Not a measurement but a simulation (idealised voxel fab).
process module | voxel self aligned vias
cross-section cut | 245 nm wide | cells 5 nm
A cross-section is a grid of square cells, given in bands from the top down. A band is one or more rows of cells.
Each band's line starts with the height of the band's top and of its bottom, in nm. Then come its materials from left to right, each with its width in nm. One material with "throughout" fills the band from edge to edge. "air" is empty space.
Height 0 is the level under which the wafer as received is all one material. The lowest band goes on downwards, as in "0 down".
A width such as "30 to 40" changes by the same amount from each row of cells to the next, from the band's top row to its bottom row.
"no change" after a step means that no cell of the cross-section changed.
closed voids: empty space of 8 cells or more with no open way to the top, each as width x height at its distance from the left edge, in nm
after a step's settings: what the simulator itself notes on the step
overlay nm, on a step with a mask: how far to the right of its planned place the mask lay; to the left if negative
plan
1 op RECEIVE | material Si
2 op CONFORMAL_DEP | material SiO2 | thk nm 10
3 op CONFORMAL_DEP | material SiCN | thk nm 5
4 op DIRECTIONAL_DEP | material lowk | thk nm 25
5 op MASKED_ETCH | tone open | mask id LINES | width nm 25 | pitch nm 75 | etch materials lowk | depth nm 25 | overlay nm 0
6 op CONFORMAL_DEP | material TiN | thk nm 5
7 op FILL_DEP | material Ru | thk nm 10
8 op CMP | height nm 40
9 op SELECTIVE_ETCH | etch materials W Ru TiN | depth nm 5
10 op FILL_DEP | material SiN | thk nm 5
11 op CMP | height nm 40
12 op DIRECTIONAL_DEP | material lowk | thk nm 15
13 op DIRECTIONAL_DEP | material aC | thk nm 10
14 op PATTERN | tone open | mask id VIAS | material resist | width nm 45 | thk nm 25 | overlay nm 0
15 op DIRECTIONAL_ETCH | etch materials aC | depth nm 10
16 op STRIP | etch materials resist
17 op DIRECTIONAL_ETCH | etch materials lowk | depth nm 15
18 op DIRECTIONAL_ETCH | etch materials SiN | depth nm 5
19 op STRIP | etch materials aC
20 op CONFORMAL_DEP | material TiN | thk nm 5
21 op FILL_DEP | material Ru | thk nm 10
22 op CMP | height nm 55
23 op CONFORMAL_DEP | material SiCN | thk nm 5
first wafer, as planned
as received, after step 1
  0 down: Si throughout
  closed voids: none
after step 2
  10 to 0: SiO2 throughout
  below 0: unchanged
after step 3
  15 to 10: SiCN throughout
  below 10: unchanged
after step 4
  40 to 15: lowk throughout
  below 15: unchanged
after step 5
  40 to 15: lowk 70 | air 25 | lowk 50 | air 25 | lowk 75
  below 15: unchanged
after step 6
  45 to 40: TiN 75 | air 15 | TiN 60 | air 15 | TiN 80
  40 to 20: lowk 70 | TiN 5 | air 15 | TiN 5 | lowk 50 | TiN 5 | air 15 | TiN 5 | lowk 75
  20 to 15: lowk 70 | TiN 25 | lowk 50 | TiN 25 | lowk 75
  below 15: unchanged
after step 7
  55 to 45: Ru throughout
  45 to 40: TiN 75 | Ru 15 | TiN 60 | Ru 15 | TiN 80
  40 to 20: lowk 70 | TiN 5 | Ru 15 | TiN 5 | lowk 50 | TiN 5 | Ru 15 | TiN 5 | lowk 75
  below 20: unchanged
after step 8
  40 to 20: lowk 70 | TiN 5 | Ru 15 | TiN 5 | lowk 50 | TiN 5 | Ru 15 | TiN 5 | lowk 75
  below 20: unchanged
after step 9
  40 to 35: lowk 70 | air 25 | lowk 50 | air 25 | lowk 75
  below 35: unchanged
after step 10
  45 to 40: SiN throughout
  40 to 35: lowk 70 | SiN 25 | lowk 50 | SiN 25 | lowk 75
  below 35: unchanged
after step 11
  40 to 35: lowk 70 | SiN 25 | lowk 50 | SiN 25 | lowk 75
  below 35: unchanged
after step 12
  55 to 40: lowk throughout
  below 40: unchanged
after step 13
  65 to 55: aC throughout
  below 55: unchanged
after step 14
  90 to 65: resist 60 | air 45 | resist 140
  below 65: unchanged
after step 15
  80 to 65: resist 60 | air 45 | resist 140
  65 to 55: aC 60 | air 45 | aC 140
  below 55: unchanged
after step 16
  65 to 55: aC 60 | air 45 | aC 140
  below 55: unchanged
after step 17
  65 to 55: aC 60 | air 45 | aC 140
  55 to 40: lowk 60 | air 45 | lowk 140
  below 40: unchanged
after step 18
  65 to 55: aC 60 | air 45 | aC 140
  55 to 40: lowk 60 | air 45 | lowk 140
  40 to 35: lowk 70 | air 25 | lowk 50 | SiN 25 | lowk 75
  below 35: unchanged
after step 19
  55 to 40: lowk 60 | air 45 | lowk 140
  below 40: unchanged
after step 20
  60 to 55: TiN 65 | air 35 | TiN 145
  55 to 45: lowk 60 | TiN 5 | air 35 | TiN 5 | lowk 140
  45 to 40: lowk 60 | TiN 15 | air 15 | TiN 15 | lowk 140
  40 to 35: lowk 70 | TiN 25 | lowk 50 | SiN 25 | lowk 75
  below 35: unchanged
after step 21
  70 to 60: Ru throughout
  60 to 55: TiN 65 | Ru 35 | TiN 145
  55 to 45: lowk 60 | TiN 5 | Ru 35 | TiN 5 | lowk 140
  45 to 40: lowk 60 | TiN 15 | Ru 15 | TiN 15 | lowk 140
  below 40: unchanged
after step 22
  55 to 45: lowk 60 | TiN 5 | Ru 35 | TiN 5 | lowk 140
  below 45: unchanged
after step 23
  60 to 55: SiCN throughout
  below 55: unchanged
second wafer: like start, like plan, one mistake. Through step 2 it matches the first wafer
when step 3 should have ended
  35 to 10: lowk throughout
  below 10: unchanged
when step 4 should have ended
  40 to 35: SiCN throughout
  below 35: unchanged
when step 5 should have ended: no change
when step 6 should have ended
  45 to 40: TiN throughout
  below 40: unchanged
when step 7 should have ended
  55 to 45: Ru throughout
  below 45: unchanged
when step 8 should have ended
  40 to 35: SiCN throughout
  below 35: unchanged
when step 9 should have ended: no change
when step 10 should have ended
  45 to 40: SiN throughout
  below 40: unchanged
when step 11 should have ended
  40 to 35: SiCN throughout
  below 35: unchanged
when step 12 should have ended
  55 to 40: lowk throughout
  below 40: unchanged
when step 13 should have ended
  65 to 55: aC throughout
  below 55: unchanged
when step 14 should have ended
  90 to 65: resist 60 | air 45 | resist 140
  below 65: unchanged
when step 15 should have ended
  80 to 65: resist 60 | air 45 | resist 140
  65 to 55: aC 60 | air 45 | aC 140
  below 55: unchanged
when step 16 should have ended
  65 to 55: aC 60 | air 45 | aC 140
  below 55: unchanged
when step 17 should have ended
  65 to 55: aC 60 | air 45 | aC 140
  55 to 40: lowk 60 | air 45 | lowk 140
  below 40: unchanged
when step 18 should have ended: no change
when step 19 should have ended
  55 to 40: lowk 60 | air 45 | lowk 140
  below 40: unchanged
when step 20 should have ended
  60 to 55: TiN 65 | air 35 | TiN 145
  55 to 45: lowk 60 | TiN 5 | air 35 | TiN 5 | lowk 140
  45 to 40: lowk 60 | TiN 45 | lowk 140
  below 40: unchanged
when step 21 should have ended
  70 to 60: Ru throughout
  60 to 55: TiN 65 | Ru 35 | TiN 145
  55 to 45: lowk 60 | TiN 5 | Ru 35 | TiN 5 | lowk 140
  below 45: unchanged
when step 22 should have ended
  55 to 45: lowk 60 | TiN 5 | Ru 35 | TiN 5 | lowk 140
  below 45: unchanged
when step 23 should have ended
  60 to 55: SiCN throughout
  below 55: unchanged
what went wrong: steps 3 and 4 were swapped
at the end the second wafer has, in cells: 21 fewer of Ru | 5 fewer of SiN | 24 fewer of TiN | 50 more of lowk
